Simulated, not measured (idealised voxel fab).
voxel capacitor over wiring: a process module
Cross-section cut: width 205 nm, square cells of 5 nm.
In what follows, cross-sections appear as grids of square cells, described through bands that run from the top down, where every band is one or more rows of cells. Heads up on the band format: heights come first, top then bottom, in nm. After that it's the materials left to right, each with its width in nm. A single material flagged "edge to edge" fills the whole band edge to edge, and "empty" means there's empty space there. Height datum 0, below which the as-received substrate wafer is one material. Lowest band open at the bottom, running downward: "from 0 down". Per-row width for "30..40": begins at first number (top row of band), ends at second number (bottom row), increment between rows held constant. You'll sometimes find "remains unaltered" written for a step, and that's the way of saying that nowhere in the cross-section did a cell change during that step. Heads up: "Entrapped void list" only lists the empty pockets with no open path to the top that are 8 cells or more, and it writes them as width x height at distance, distance from the left edge, in nm. Formally, on a step line, whatever follows the settings is a remark that the simulator itself makes on the step. "overlay nm" denotes, for a step that has a mask, the displacement of the mask to the right of its planned place, with negative values corresponding to the left.
### This section lists the process steps that were planned
1 op RECEIVE | material Si
2 op CONFORMAL_DEP | material SiO2 | thk nm 10
3 op CONFORMAL_DEP | material SiCN | thk nm 5
4 op DIRECTIONAL_DEP | material SiO2 | thk nm 25
5 op PATTERN | tone open | mask id METAL_1 | material resist | width nm 20 | pitch nm 85 | thk nm 15 | overlay nm 0
6 op DIRECTIONAL_ETCH | etch materials SiO2 | depth nm 25
7 op DIRECTIONAL_ETCH | etch materials SiCN | depth nm 5
8 op STRIP | etch materials resist
9 op CONFORMAL_DEP | material TiN | thk nm 5
10 op FILL_DEP | material Cu | thk nm 10
11 op CMP | height nm 40
12 op CONFORMAL_DEP | material SiCN | thk nm 5
13 op DIRECTIONAL_DEP | material SiO2 | thk nm 20
14 op DIRECTIONAL_DEP | material aC | thk nm 15
15 op PATTERN | tone open | mask id PLUG_1 | material resist | width nm 15 | thk nm 30 | overlay nm -15
16 op DIRECTIONAL_ETCH | etch materials aC | depth nm 15
17 op STRIP | etch materials resist
18 op DIRECTIONAL_ETCH | etch materials SiO2 | depth nm 20
19 op DIRECTIONAL_ETCH | etch materials SiCN | depth nm 5
20 op STRIP | etch materials aC
21 op EPI | material Ru | thk nm 10
22 op EPI | material Ru | thk nm 10
23 op EPI | material Ru | thk nm 5
24 op DIRECTIONAL_DEP | material TiN | thk nm 5
25 op DIRECTIONAL_DEP | material Al2O3 | thk nm 5
26 op DIRECTIONAL_DEP | material TiN | thk nm 5
27 op MASKED_ETCH | tone cover | mask id UPPER_PLATE | width nm 70 | etch materials TiN | depth nm 5 | overlay nm 0
28 op MASKED_ETCH | tone cover | mask id UPPER_PLATE | width nm 70 | etch materials Al2O3 | depth nm 5 | overlay nm 0
29 op MASKED_ETCH | tone cover | mask id LOWER_PLATE | width nm 80 | etch materials TiN | depth nm 5 | overlay nm 0
30 op FILL_DEP | material SiO2 | thk nm 15
31 op CMP | height nm 90
32 op DIRECTIONAL_DEP | material aC | thk nm 15
33 op PATTERN | tone open | mask id PLUG_2 | material resist | width nm 15 | thk nm 35 | overlay nm 0
34 op DIRECTIONAL_ETCH | etch materials aC | depth nm 15
35 op STRIP | etch materials resist
36 op DIRECTIONAL_ETCH | etch materials SiO2 | depth nm 10
37 op STRIP | etch materials aC
38 op CONFORMAL_DEP | material TiN | thk nm 5
39 op FILL_DEP | material Cu | thk nm 5
40 op CMP | height nm 90
41 op CONFORMAL_DEP | material SiCN | thk nm 5
Where the wafers of this document differ is in the overlay nm of step 15; they start out the same, and the plan states the value that applied to the first wafer.
### The as-received cross-section of the first of several wafers corresponds to the state after step 1
- from 0 down | Si edge to edge
- Entrapped void list: none
### Module end state after final step 41: cross-section of the first of several wafers
- from 95 to 90 | SiCN edge to edge
- from 90 to 85 | SiO2 65 nm; TiN 5 nm; Cu 5 nm; TiN 5 nm; SiO2 125 nm
- from 85 to 75 | SiO2 65..55 nm; TiN 15..70 nm; SiO2 125..80 nm
- from 75 to 70 | SiO2 55 nm; Al2O3 70 nm; SiO2 80 nm
- from 70 to 65 | SiO2 50 nm; TiN 80 nm; SiO2 75 nm
- from 65 to 45 | SiO2 40 nm; Ru 15 nm; SiO2 150 nm
- from 45 to 40 | SiCN 40 nm; Ru 15 nm; SiCN 150 nm
- from 40 to 15 | SiO2 50 nm; TiN 5 nm; Cu 10 nm; TiN 5 nm; SiO2 65 nm; TiN 5 nm; Cu 10 nm; TiN 5 nm; SiO2 50 nm
- from 15 to 10 | SiCN 50 nm; TiN 20 nm; SiCN 65 nm; TiN 20 nm; SiCN 50 nm
- from 10 to 0 | SiO2 edge to edge
- from 0 down | Si edge to edge
- Entrapped void list: none
### Here's the last wafer cross-sectioned at the end of the module
- from 95 to 90 | SiCN edge to edge
- from 90 to 85 | SiO2 65 nm; TiN 5 nm; Cu 5 nm; TiN 5 nm; SiO2 125 nm
- from 85 to 80 | SiO2 65 nm; TiN 15 nm; SiO2 125 nm
- from 80 to 75 | SiO2 55 nm; TiN 15 nm; SiO2 15 nm; TiN 40 nm; SiO2 80 nm
- from 75 to 70 | SiO2 55 nm; Al2O3 15 nm; SiO2 15 nm; Al2O3 40 nm; SiO2 80 nm
- from 70 to 65 | SiO2 50 nm; TiN 20 nm; SiO2 15 nm; TiN 45 nm; SiO2 75 nm
- from 65 to 55 | SiO2 edge to edge
- from 55 to 50 | SiO2 70 nm; TiN 15 nm; SiO2 120 nm
- from 50 to 45 | SiO2 70 nm; Al2O3 15 nm; SiO2 120 nm
- from 45 to 40 | SiCN 70 nm; TiN 15 nm; SiCN 120 nm
- from 40 to 15 | SiO2 50 nm; TiN 5 nm; Cu 10 nm; TiN 5 nm; SiO2 65 nm; TiN 5 nm; Cu 10 nm; TiN 5 nm; SiO2 50 nm
- from 15 to 10 | SiCN 50 nm; TiN 20 nm; SiCN 65 nm; TiN 20 nm; SiCN 50 nm
- from 10 to 0 | SiO2 edge to edge
- from 0 down | Si edge to edge
- Entrapped void list: none
### End of module, by wafer: material-by-material cell gain (+) or loss (-) since receipt, then closed voids
overlay nm -15 | +14 Al2O3 | +21 Cu | +15 Ru | +112 SiCN | +554 SiO2 | +63 TiN | Entrapped void list: none
overlay nm -10 | +14 Al2O3 | +21 Cu | +15 Ru | +112 SiCN | +554 SiO2 | +63 TiN | Entrapped void list: none
overlay nm -5 | +14 Al2O3 | +21 Cu | +15 Ru | +112 SiCN | +554 SiO2 | +63 TiN | Entrapped void list: none
overlay nm 0 | +14 Al2O3 | +21 Cu | +15 Ru | +112 SiCN | +554 SiO2 | +63 TiN | Entrapped void list: none
overlay nm 5 | +14 Al2O3 | +21 Cu | +15 Ru | +112 SiCN | +554 SiO2 | +63 TiN | Entrapped void list: none
overlay nm 10 | +14 Al2O3 | +21 Cu | +15 Ru | +112 SiCN | +554 SiO2 | +63 TiN | Entrapped void list: none
overlay nm 15 | +14 Al2O3 | +21 Cu | +112 SiCN | +569 SiO2 | +63 TiN | Entrapped void list: none
